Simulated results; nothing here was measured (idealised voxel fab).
Process module name: voxel self aligned contacts
The width of the displayed cross-section, cut, is 195 nm; its cells are square, with a size of 5 nm.
Notation: cross-section as square-cell grid; stated in bands, top first, going down; one or more cell rows per band.
For a band, the entry starts with two heights in nm, that of the top and then that of the bottom, and carries on with the band's materials in order from left to right, each alongside its width in nm; the word "all across" beside a single material means it fills the band edge to edge, and "empty" means empty space.
Height datum 0, below which the as-received substrate wafer is one material. Lowest band open at the bottom, running downward: "0 down".
Graded width ("30->40"): value in top row of band = first number; value in bottom row = second number; row-to-row change constant.
"nothing altered" for a step: no cell of the cross-section changed in that step.
Entry "Tabulated closed voids" = empty spaces >= 8 cells with no open way to the top; each as width x height at distance, distance from left edge, all nm.
What comes after the settings on a step's line is commentary from the simulator itself on that step.
overlay nm: for a step with a mask, the amount by which the mask lay right of where it was planned; a negative amount means left of it.

### These are the steps we planned for the process
1. RECEIVE (material Si)
2. OXIDIZE (depth nm 5)
3. DIRECTIONAL_DEP (material polySi; thk nm 20)
4. DIRECTIONAL_DEP (material SiN; thk nm 25)
5. MASKED_ETCH (tone cover; mask id GATE; width nm 30; pitch nm 70; etch materials SiN; depth nm 25; overlay nm 0)
6. MASKED_ETCH (tone cover; mask id GATE; width nm 20; pitch nm 70; etch materials polySi; depth nm 20; overlay nm 0)
7. CONFORMAL_DEP (material SiN; thk nm 10)
8. DIRECTIONAL_ETCH (etch materials SiN; depth nm 10)
9. FILL_DEP (material SiO2; thk nm 15)
10. CMP (height nm 50)
11. DIRECTIONAL_DEP (material aC; thk nm 15)
12. PATTERN (tone open; mask id CONTACT; material resist; width nm 50; thk nm 35; overlay nm 0)
13. DIRECTIONAL_ETCH (etch materials aC; depth nm 15)
14. STRIP (etch materials resist)
15. DIRECTIONAL_ETCH (etch materials SiO2; depth nm 55)
16. STRIP (etch materials aC)
17. CONFORMAL_DEP (material TiN; thk nm 5)
18. FILL_DEP (material Ru; thk nm 10)
19. CMP (height nm 50)
20. CONFORMAL_DEP (material SiCN; thk nm 5)
All wafers enter the flow in the same state. The width nm at step 6 differs from wafer to wafer, and the plan gives the value for the first wafer.

### First wafer of several, as received: cross-section after step 1
	0 down: Si all across
	Tabulated closed voids: none

### First wafer of several, cross-section, module end, after step 20 (last)
	55 to 50: SiCN all across
	50 to 45: SiO2 (70), then TiN (20), then Ru (10), then TiN (20), then SiO2 (75)
	45 to 20: SiO2 (35), then SiN (50), then TiN (5), then Ru (10), then TiN (5), then SiN (50), then SiO2 (40)
	20 to 0: SiO2 (35), then SiN (10), then polySi (30), then SiN (10), then TiN (5), then Ru (10), then TiN (5), then SiN (10), then polySi (30), then SiN (10), then SiO2 (40)
	0 to -5: SiO2 (85), then TiN (20), then SiO2 (90)
	-5 down: Si all across
	Tabulated closed voids: none

### last wafer at the end
	55 to 50: SiCN all across
	50 to 45: SiO2 (70), then TiN (20), then Ru (10), then TiN (20), then SiO2 (75)
	45 to 25: SiO2 (35), then SiN (50), then TiN (5), then Ru (10), then TiN (5), then SiN (50), then SiO2 (40)
	25 to 20: SiO2 (35), then SiN (50), then TiN (20), then SiN (50), then SiO2 (40)
	20 to 0: SiO2 (30), then SiN (10), then polySi (45), then SiN (10), then TiN (5), then SiN (10), then polySi (45), then SiN (10), then SiO2 (30)
	0 to -5: SiO2 (95), then TiN (5), then SiO2 (95)
	-5 down: Si all across
	Tabulated closed voids: none

### Tabulated below, wafer by wafer, are the end-of-module results: for each material, the number of cells gained (+) or lost (-) relative to the as-received state, followed by the closed voids
width nm 20; +20 Ru; -39 Si; +39 SiCN; +132 SiN; +199 SiO2; +30 TiN; +48 polySi; Tabulated closed voids: none
width nm 25; +20 Ru; -39 Si; +39 SiCN; +132 SiN; +199 SiO2; +30 TiN; +48 polySi; Tabulated closed voids: none
width nm 30; +20 Ru; -39 Si; +39 SiCN; +132 SiN; +199 SiO2; +30 TiN; +48 polySi; Tabulated closed voids: none
width nm 35; +15 Ru; -39 Si; +39 SiCN; +132 SiN; +196 SiO2; +30 TiN; +56 polySi; Tabulated closed voids: none
width nm 40; +10 Ru; -39 Si; +39 SiCN; +132 SiN; +193 SiO2; +30 TiN; +64 polySi; Tabulated closed voids: none
width nm 45; +10 Ru; -39 Si; +39 SiCN; +132 SiN; +190 SiO2; +25 TiN; +72 polySi; Tabulated closed voids: none
